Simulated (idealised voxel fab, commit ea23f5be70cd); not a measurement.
Proc. module: voxel air gaps
The figure presents cross-section cut, which has a width of 185 nm and is divided into square cells with an edge length of 5 nm.
Think of the cross-section as a grid of square cells. We describe it in bands, top to bottom, and each band covers one or more rows of those cells. Each band's line starts with the height of the band's top and of its bottom, in nm. Then come its materials from left to right, each with its width in nm. One material with "all across" fills the band from edge to edge. "empty" is empty space. All heights in this document are referenced to 0, defined as the level beneath which the wafer, as received, consists entirely of one material. The lowest band is not bounded below; it extends indefinitely downward and is written in the form "0 down". The width entry "30->40" should be interpreted row by row: the top row of cells in the band takes the first number, the bottom row takes the second number, and the change between adjacent rows is uniform throughout. "same as before" -> step changed no cross-section cell. Entry "Voids, enclosed" = empty spaces >= 8 cells with no open way to the top; each as width x height at distance, distance from left edge, all nm. Formally, on a step line, whatever follows the settings is a remark that the simulator itself makes on the step. "overlay nm" denotes, for a step that has a mask, the displacement of the mask to the right of its planned place, with negative values corresponding to the left.

### Steps planned for the process
- 1: RECEIVE, material Si
- 2: CONFORMAL_DEP, material SiO2, thk nm 10
- 3: CONFORMAL_DEP, material SiCN, thk nm 5
- 4: DIRECTIONAL_DEP, material SiO2, thk nm 30
- 5: PATTERN, tone open, mask id LINES, material resist, width nm 20, pitch nm 50, thk nm 20, overlay nm 0
- 6: DIRECTIONAL_ETCH, etch materials SiO2, depth nm 30
- 7: STRIP, etch materials resist
- 8: CONFORMAL_DEP, material TiN, thk nm 5
- 9: FILL_DEP, material Cu, thk nm 5
- 10: CMP, height nm 45
- 11: EPI, material Ru, thk nm 10
- 12: SELECTIVE_ETCH, etch materials SiO2, depth nm 40
- 13: CONFORMAL_DEP, material SiCN, thk nm 5

### First of two wafers, processed according to plan

### As received (post step 1): cross-section
- 0 down  Si all across
- Voids, enclosed: none

### Upon completion of step 2, the wafer appears in cross-section as shown
- 10 to 0  SiO2 all across
- Below a height of 0, the structure has not been altered.

### Upon completion of step 3, the wafer appears in cross-section as shown
- 15 to 10  SiCN all across
- Below a height of 10, the structure has not been altered.

### Upon completion of step 4, the wafer appears in cross-section as shown
- 45 to 15  SiO2 all across
- Below a height of 15, the structure has not been altered.

### Upon completion of step 5, the wafer appears in cross-section as shown
- 65 to 45  resist: 30  empty: 20  resist: 30  empty: 20  resist: 30  empty: 20  resist: 35
- Below a height of 45, the structure has not been altered.

### Upon completion of step 6, the wafer appears in cross-section as shown
- 65 to 45  resist: 30  empty: 20  resist: 30  empty: 20  resist: 30  empty: 20  resist: 35
- 45 to 15  SiO2: 30  empty: 20  SiO2: 30  empty: 20  SiO2: 30  empty: 20  SiO2: 35
- Below a height of 15, the structure has not been altered.

### Upon completion of step 7, the wafer appears in cross-section as shown
- 45 to 15  SiO2: 30  empty: 20  SiO2: 30  empty: 20  SiO2: 30  empty: 20  SiO2: 35
- Below a height of 15, the structure has not been altered.

### Upon completion of step 8, the wafer appears in cross-section as shown
- 50 to 45  TiN: 35  empty: 10  TiN: 40  empty: 10  TiN: 40  empty: 10  TiN: 40
- 45 to 20  SiO2: 30  TiN: 5  empty: 10  TiN: 5  SiO2: 30  TiN: 5  empty: 10  TiN: 5  SiO2: 30  TiN: 5  empty: 10  TiN: 5  SiO2: 35
- 20 to 15  SiO2: 30  TiN: 20  SiO2: 30  TiN: 20  SiO2: 30  TiN: 20  SiO2: 35
- Below a height of 15, the structure has not been altered.

### Upon completion of step 9, the wafer appears in cross-section as shown
- 55 to 50  Cu all across
- 50 to 45  TiN: 35  Cu: 10  TiN: 40  Cu: 10  TiN: 40  Cu: 10  TiN: 40
- 45 to 20  SiO2: 30  TiN: 5  Cu: 10  TiN: 5  SiO2: 30  TiN: 5  Cu: 10  TiN: 5  SiO2: 30  TiN: 5  Cu: 10  TiN: 5  SiO2: 35
- Below a height of 20, the structure has not been altered.

### Upon completion of step 10, the wafer appears in cross-section as shown
- 45 to 20  SiO2: 30  TiN: 5  Cu: 10  TiN: 5  SiO2: 30  TiN: 5  Cu: 10  TiN: 5  SiO2: 30  TiN: 5  Cu: 10  TiN: 5  SiO2: 35
- Below a height of 20, the structure has not been altered.

### Upon completion of step 11, the wafer appears in cross-section as shown
- 55 to 45  empty: 20  Ru: 40  empty: 10  Ru: 40  empty: 10  Ru: 40  empty: 25
- Below a height of 45, the structure has not been altered.

### Upon completion of step 12, the wafer appears in cross-section as shown
- 55 to 45  empty: 20  Ru: 40  empty: 10  Ru: 40  empty: 10  Ru: 40  empty: 25
- 45 to 20  empty: 30  TiN: 5  Cu: 10  TiN: 5  empty: 30  TiN: 5  Cu: 10  TiN: 5  empty: 30  TiN: 5  Cu: 10  TiN: 5  empty: 35
- 20 to 15  empty: 30  TiN: 20  empty: 30  TiN: 20  empty: 30  TiN: 20  empty: 35
- Below a height of 15, the structure has not been altered.

### Upon completion of step 13, the wafer appears in cross-section as shown
- 60 to 55  empty: 15  SiCN: 150  empty: 20
- 55 to 45  empty: 15  SiCN: 5  Ru: 40  SiCN: 10  Ru: 40  SiCN: 10  Ru: 40  SiCN: 5  empty: 20
- 45 to 40  empty: 15  SiCN: 15  TiN: 5  Cu: 10  TiN: 5  SiCN: 30  TiN: 5  Cu: 10  TiN: 5  SiCN: 30  TiN: 5  Cu: 10  TiN: 5  SiCN: 15  empty: 20
- 40 to 20  empty: 25  SiCN: 5  TiN: 5  Cu: 10  TiN: 5  SiCN: 5  empty: 20  SiCN: 5  TiN: 5  Cu: 10  TiN: 5  SiCN: 5  empty: 20  SiCN: 5  TiN: 5  Cu: 10  TiN: 5  SiCN: 5  empty: 30
- 20 to 15  SiCN: 30  TiN: 20  SiCN: 30  TiN: 20  SiCN: 30  TiN: 20  SiCN: 35
- Below a height of 15, the structure has not been altered.
- Voids, enclosed: 20 x 20 at 55; 20 x 20 at 105

### What follows concerns the second wafer, which started out like the first and was meant to follow the very same plan; one mistake crept in when it was run, but everything up to and including step 10 is the same as for the first wafer

### At the planned end of step 11, the second wafer in cross-section
- 65 to 45  empty: 10  Ru: 160  empty: 15
- Below a height of 45, the structure has not been altered.

### At the planned end of step 12, the second wafer in cross-section
- 65 to 45  empty: 10  Ru: 160  empty: 15
- 45 to 20  empty: 30  TiN: 5  Cu: 10  TiN: 5  SiO2: 30  TiN: 5  Cu: 10  TiN: 5  SiO2: 30  TiN: 5  Cu: 10  TiN: 5  empty: 35
- 20 to 15  empty: 30  TiN: 20  SiO2: 30  TiN: 20  SiO2: 30  TiN: 20  empty: 35
- Below a height of 15, the structure has not been altered.

### At the planned end of step 13, the second wafer in cross-section
- 70 to 65  empty: 5  SiCN: 170  empty: 10
- 65 to 45  empty: 5  SiCN: 5  Ru: 160  SiCN: 5  empty: 10
- 45 to 40  empty: 5  SiCN: 25  TiN: 5  Cu: 10  TiN: 5  SiO2: 30  TiN: 5  Cu: 10  TiN: 5  SiO2: 30  TiN: 5  Cu: 10  TiN: 5  SiCN: 25  empty: 10
- 40 to 20  empty: 25  SiCN: 5  TiN: 5  Cu: 10  TiN: 5  SiO2: 30  TiN: 5  Cu: 10  TiN: 5  SiO2: 30  TiN: 5  Cu: 10  TiN: 5  SiCN: 5  empty: 30
- 20 to 15  SiCN: 30  TiN: 20  SiO2: 30  TiN: 20  SiO2: 30  TiN: 20  SiCN: 35
- Below a height of 15, the structure has not been altered.
What went wrong in running the wafer? step 11 from the plan got run twice
Heads up, by the end the second wafer has more or fewer cells of some materials compared to the first: Ru: 80 more, SiCN: 36 fewer, SiO2: 72 more
Closed voids, final: 2 / 0 (first wafer / second wafer).
